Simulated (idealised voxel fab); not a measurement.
The following process module bears the name voxel double patterning.
The figure presents cross-section cut, which has a width of 230 nm and is divided into square cells with an edge length of 5 nm.
Cross-section = grid of square cells, listed top down in bands; band = one or more rows. Per band: top height and bottom height in nm, followed by the left-to-right materials and their widths in nm; "everywhere" marks a single material spanning edge to edge, "empty" marks empty space. Where do heights start? At 0: under that level the wafer as delivered is made of one material only. And the lowest band has no floor; it just carries on downward, as in "0 and below". Width "30 to 40": first value at the band's top row of cells, second value at its bottom row, equal change from row to row. Step note "nothing different" = no cross-section cell changed. Listed in "Trapped cavities": every empty space of 8 or more cells without an open way to the top. Form: width x height at distance, the distance being from the left edge, all in nm. What comes after the settings on a step's line is commentary from the simulator itself on that step. On any step carrying a mask, the "overlay nm" setting, if present on the step's line, tells how far right of its planned place the mask lay; negative values point to the left.
INTENDED PROCESS STEPS
1: RECEIVE | material Si
2: CONFORMAL_DEP | material SiO2 | thk nm 10
3: DIRECTIONAL_DEP | material TiN | thk nm 15
4: DIRECTIONAL_DEP | material SiCN | thk nm 5
5: MASKED_ETCH | tone open | mask id FIRST | width nm 15 | pitch nm 50 | etch materials SiCN | depth nm 5 | overlay nm 0
6: PATTERN | tone open | mask id SECOND | material resist | width nm 15 | pitch nm 50 | thk nm 15 | overlay nm 0
7: DIRECTIONAL_ETCH | etch materials SiCN | depth nm 5
8: STRIP | etch materials resist
9: DIRECTIONAL_ETCH | etch materials TiN | depth nm 15
10: STRIP | etch materials SiCN
Be aware that, although all wafers share a common starting state, the width nm at step 6 differs among them, and the plan displays the first wafer's value.
SO THIS IS THE FIRST OF SEVERAL WAFERS, CROSS-SECTIONED AS IT CAME TO US, MEANING IT'S AT THE END OF STEP 1
- 0 and below: Si everywhere
- Trapped cavities: none
END-OF-MODULE CROSS-SECTION, FIRST OF SEVERAL WAFERS, AFTER LAST STEP 10
- 25 down to 10: TiN 55 / empty 15 / TiN 10 / empty 15 / TiN 10 / empty 15 / TiN 10 / empty 15 / TiN 10 / empty 15 / TiN 60
- 10 down to 0: SiO2 everywhere
- 0 and below: Si everywhere
- Trapped cavities: none
A CROSS-SECTION THROUGH THE LAST WAFER AT THE CLOSE OF THE MODULE
- 25 down to 10: TiN 55 / empty 15 / TiN 5 / empty 45 / TiN 5 / empty 45 / TiN 60
- 10 down to 0: SiO2 everywhere
- 0 and below: Si everywhere
- Trapped cavities: none
ROW PER WAFER, END-OF-MODULE: CELL GAIN (+)/LOSS (-) BY MATERIAL SINCE THE WAFER CAME IN, THEN CLOSED VOIDS
width nm 15; +92 SiO2; +93 TiN; Trapped cavities: none
width nm 20; +92 SiO2; +87 TiN; Trapped cavities: none
width nm 25; +92 SiO2; +81 TiN; Trapped cavities: none
width nm 30; +92 SiO2; +75 TiN; Trapped cavities: none
